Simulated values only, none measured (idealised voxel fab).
Process module under the name voxel capacitor over wiring
Cross-sectional view cut (width: 220 nm; square cell size: 5 nm).
Cross-section format: a grid of square cells, given as bands from top to bottom; each band is one or more rows of cells. Quick guide to a band line: top height, bottom height (nm) up front; then every material left to right with its width in nm. Only one material and it's marked "full width"? Then it fills the band edge to edge. And "blank" just means empty space. Basically, 0 is our baseline, since under it the wafer straight out of the box is all one material. The bottom band has no lower end and keeps on going down, so it looks like "top 0, no bottom". So if you see something like "30->40" for the width, read it as the top row of the band sitting at the first number and the bottom row at the second, with every row in between moving by the same amount as the last. Take "remained unchanged" at face value: in the step it is given for, the cross-section changed in none of its cells. Listed in "Trapped voids": every empty space of 8 or more cells without an open way to the top. Form: width x height at distance, the distance being from the left edge, all in nm. That trailing text on a step's line, after the settings, is the simulator's own remark on the step. overlay nm: right-of-plan distance of the mask on a masked step; negative values mean left-of-plan.

-- Listed below are the process steps as planned
1 RECEIVE: material Si
2 CONFORMAL_DEP: material SiO2, thk nm 15
3 DIRECTIONAL_DEP: material TiN, thk nm 5
4 DIRECTIONAL_DEP: material Ru, thk nm 15
5 DIRECTIONAL_DEP: material aC, thk nm 10
6 PATTERN: tone cover, mask id METAL_1, material resist, width nm 15, pitch nm 85, thk nm 30, overlay nm 0
7 DIRECTIONAL_ETCH: etch materials aC, depth nm 10
8 STRIP: etch materials resist
9 DIRECTIONAL_ETCH: etch materials Ru, depth nm 15
10 DIRECTIONAL_ETCH: etch materials TiN, depth nm 5
11 STRIP: etch materials aC
12 CONFORMAL_DEP: material SiN, thk nm 5
13 FILL_DEP: material SiO2, thk nm 5
14 CMP: height nm 35
15 CONFORMAL_DEP: material SiCN, thk nm 5
16 DIRECTIONAL_DEP: material lowk, thk nm 20
17 PATTERN: tone open, mask id PLUG_1, material resist, width nm 15, thk nm 15, overlay nm 0
18 DIRECTIONAL_ETCH: etch materials lowk, depth nm 20
19 DIRECTIONAL_ETCH: etch materials SiCN, depth nm 5
20 STRIP: etch materials resist
21 EPI: material Ru, thk nm 10
22 EPI: material Ru, thk nm 10
23 EPI: material Ru, thk nm 5
24 DIRECTIONAL_DEP: material TiN, thk nm 10
25 DIRECTIONAL_DEP: material Al2O3, thk nm 5
26 DIRECTIONAL_DEP: material TiN, thk nm 5
27 MASKED_ETCH: tone cover, mask id UPPER_PLATE, width nm 65, etch materials TiN, depth nm 5, overlay nm 0
28 MASKED_ETCH: tone cover, mask id UPPER_PLATE, width nm 65, etch materials Al2O3, depth nm 5, overlay nm 0
29 PATTERN: tone cover, mask id LOWER_PLATE, material resist, width nm 75, thk nm 20, overlay nm 0
30 DIRECTIONAL_ETCH: etch materials TiN, depth nm 10
31 STRIP: etch materials resist
32 FILL_DEP: material SiO2, thk nm 15
33 CMP: height nm 90
34 DIRECTIONAL_DEP: material aC, thk nm 10
35 PATTERN: tone open, mask id PLUG_2, material resist, width nm 15, thk nm 30, overlay nm 0
36 DIRECTIONAL_ETCH: etch materials aC, depth nm 10
37 STRIP: etch materials resist
38 DIRECTIONAL_ETCH: etch materials SiO2, depth nm 10
39 STRIP: etch materials aC
40 CONFORMAL_DEP: material TiN, thk nm 5
41 FILL_DEP: material W, thk nm 5
42 CMP: height nm 90
43 CONFORMAL_DEP: material SiCN, thk nm 5
Variable across wafers: step 6 width nm (plan value is that of the first wafer; starting state common to all).

-- Cross-section of the first incoming wafer of several, state after step 1
    top 0, no bottom: Si full width
    Trapped voids: none

-- Cross-section of the first of several wafers once the module has run through its last step, step 43
    top 95, bottom 90: SiCN full width
    top 90, bottom 85: SiO2: 75 / TiN: 5 / W: 5 / TiN: 5 / SiO2: 130
    top 85, bottom 75: SiO2: 75->65 / TiN: 15->65 / SiO2: 130->90
    top 75, bottom 70: SiO2: 65 / Al2O3: 65 / SiO2: 90
    top 70, bottom 60: SiO2: 60 / TiN: 75 / SiO2: 85
    top 60, bottom 40: lowk: 65 / Ru: 15 / lowk: 140
    top 40, bottom 35: SiCN: 65 / Ru: 15 / SiCN: 140
    top 35, bottom 20: SiO2: 55 / SiN: 5 / Ru: 15 / SiN: 5 / SiO2: 60 / SiN: 5 / Ru: 15 / SiN: 5 / SiO2: 55
    top 20, bottom 15: SiN: 60 / TiN: 15 / SiN: 70 / TiN: 15 / SiN: 60
    top 15, bottom 0: SiO2 full width
    top 0, no bottom: Si full width
    Trapped voids: none

-- End of module: cross-section, last of several wafers
    top 95, bottom 90: SiCN full width
    top 90, bottom 85: SiO2: 75 / TiN: 5 / W: 5 / TiN: 5 / SiO2: 130
    top 85, bottom 75: SiO2: 75->65 / TiN: 15->65 / SiO2: 130->90
    top 75, bottom 70: SiO2: 65 / Al2O3: 65 / SiO2: 90
    top 70, bottom 60: SiO2: 60 / TiN: 75 / SiO2: 85
    top 60, bottom 40: lowk: 65 / Ru: 15 / lowk: 140
    top 40, bottom 35: SiCN: 65 / Ru: 15 / SiCN: 140
    top 35, bottom 20: SiO2: 45 / SiN: 5 / Ru: 40 / SiN: 5 / SiO2: 35 / SiN: 5 / Ru: 40 / SiN: 5 / SiO2: 40
    top 20, bottom 15: SiN: 50 / TiN: 40 / SiN: 45 / TiN: 40 / SiN: 45
    top 15, bottom 0: SiO2 full width
    top 0, no bottom: Si full width
    Trapped voids: none

-- Below is a per-wafer table. In it, each row describes the wafer at the end of the module by giving, for each material, the number of cells gained (+) or lost (-) since the wafer was received, and after that the closed voids of the wafer
width nm 15; +13 Al2O3; +33 Ru; +85 SiCN; +50 SiN; +436 SiO2; +54 TiN; +1 W; +164 lowk; Trapped voids: none
width nm 20; +13 Al2O3; +39 Ru; +85 SiCN; +48 SiN; +430 SiO2; +56 TiN; +1 W; +164 lowk; Trapped voids: none
width nm 25; +13 Al2O3; +45 Ru; +85 SiCN; +46 SiN; +424 SiO2; +58 TiN; +1 W; +164 lowk; Trapped voids: none
width nm 30; +13 Al2O3; +51 Ru; +85 SiCN; +44 SiN; +418 SiO2; +60 TiN; +1 W; +164 lowk; Trapped voids: none
width nm 35; +13 Al2O3; +57 Ru; +85 SiCN; +42 SiN; +412 SiO2; +62 TiN; +1 W; +164 lowk; Trapped voids: none
width nm 40; +13 Al2O3; +63 Ru; +85 SiCN; +40 SiN; +406 SiO2; +64 TiN; +1 W; +164 lowk; Trapped voids: none
